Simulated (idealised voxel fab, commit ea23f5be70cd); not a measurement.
Process module name: voxel released beams
Cross-section cut: width 190 nm, square cells of 5 nm.
Heads up, the way a cross-section reads in here is a grid of square cells, handed over as bands from the top down, with every band being one or more rows of cells. This entry defines a band. It first specifies the height of the band's top and the height of its bottom in nm, and then specifies the band's materials from left to right, stating each material with its width in nm. The word "throughout" identifies a single material that fills the band from edge to edge, while the word "empty" identifies empty space. We count height from 0. Below that, the starting wafer is all one material. The lowest band never ends at the bottom but goes on down; see "0..down" for how that is written. With a width like "30->40", each row of cells in the band differs from the next by the same amount, the top row carrying the first number and the bottom row the second. The designation "no change", where it is given for a processing step, indicates that no cell of the cross-section was altered in the course of that step. Reported under the label "Enclosed cavities" are the empty spaces having no open way to the top and comprising 8 cells or more; the notation for each is width x height at distance, in which the distance is measured from the left edge and all three values are in nm. What comes after the settings on a step's line is commentary from the simulator itself on that step. overlay nm: mask right of planned place by this much (step with mask). Neg. = left.

[The planned process steps are enumerated hereunder]
- 1: RECEIVE (material Si)
- 2: CONFORMAL_DEP (material SiN; thk nm 5)
- 3: DIRECTIONAL_DEP (material SiO2; thk nm 20)
- 4: PATTERN (tone open; mask id ANCHOR; material resist; width nm 35; thk nm 15; overlay nm -15)
- 5: DIRECTIONAL_ETCH (etch materials SiO2; depth nm 20)
- 6: STRIP (etch materials resist)
- 7: CONFORMAL_DEP (material W; thk nm 10)
- 8: PATTERN (tone cover; mask id BEAM; material resist; width nm 120; thk nm 15; overlay nm 0)
- 9: DIRECTIONAL_ETCH (etch materials W; depth nm 10)
- 10: STRIP (etch materials resist)
- 11: STRIP (etch materials SiO2)
The plan's step 4 overlay nm is the first wafer's value; the wafers differ in this setting and start identical.

[So this is the first of several wafers, cross-sectioned as it came to us, meaning it's at the end of step 1]
- 0..down = Si throughout
- Enclosed cavities: none

[Module end state after final step 11: cross-section of the first of several wafers]
- 35..25 = empty=45, then W=105, then empty=40
- 25..15 = empty=20, then W=10, then empty=15, then W=10, then empty=135
- 15..5 = empty=20, then W=35, then empty=135
- 5..0 = SiN throughout
- 0..down = Si throughout
- Enclosed cavities: none

[Sectional view of the last wafer upon completion of the module]
- 35..25 = empty=30, then W=30, then empty=15, then W=75, then empty=40
- 25..15 = empty=50, then W=10, then empty=15, then W=10, then empty=105
- 15..5 = empty=50, then W=35, then empty=105
- 5..0 = SiN throughout
- 0..down = Si throughout
- Enclosed cavities: none

[Quick key for the table: a row per wafer, taken at the end of the module. For each material it tells you how many cells the wafer gained (+) or lost (-) since it came in, and the closed voids come after]
overlay nm -15, +38 SiN, +64 W, Enclosed cavities: none
overlay nm -10, +38 SiN, +64 W, Enclosed cavities: none
overlay nm -5, +38 SiN, +64 W, Enclosed cavities: none
overlay nm 0, +38 SiN, +64 W, Enclosed cavities: none
overlay nm 5, +38 SiN, +64 W, Enclosed cavities: none
overlay nm 10, +38 SiN, +64 W, Enclosed cavities: none
overlay nm 15, +38 SiN, +64 W, Enclosed cavities: none
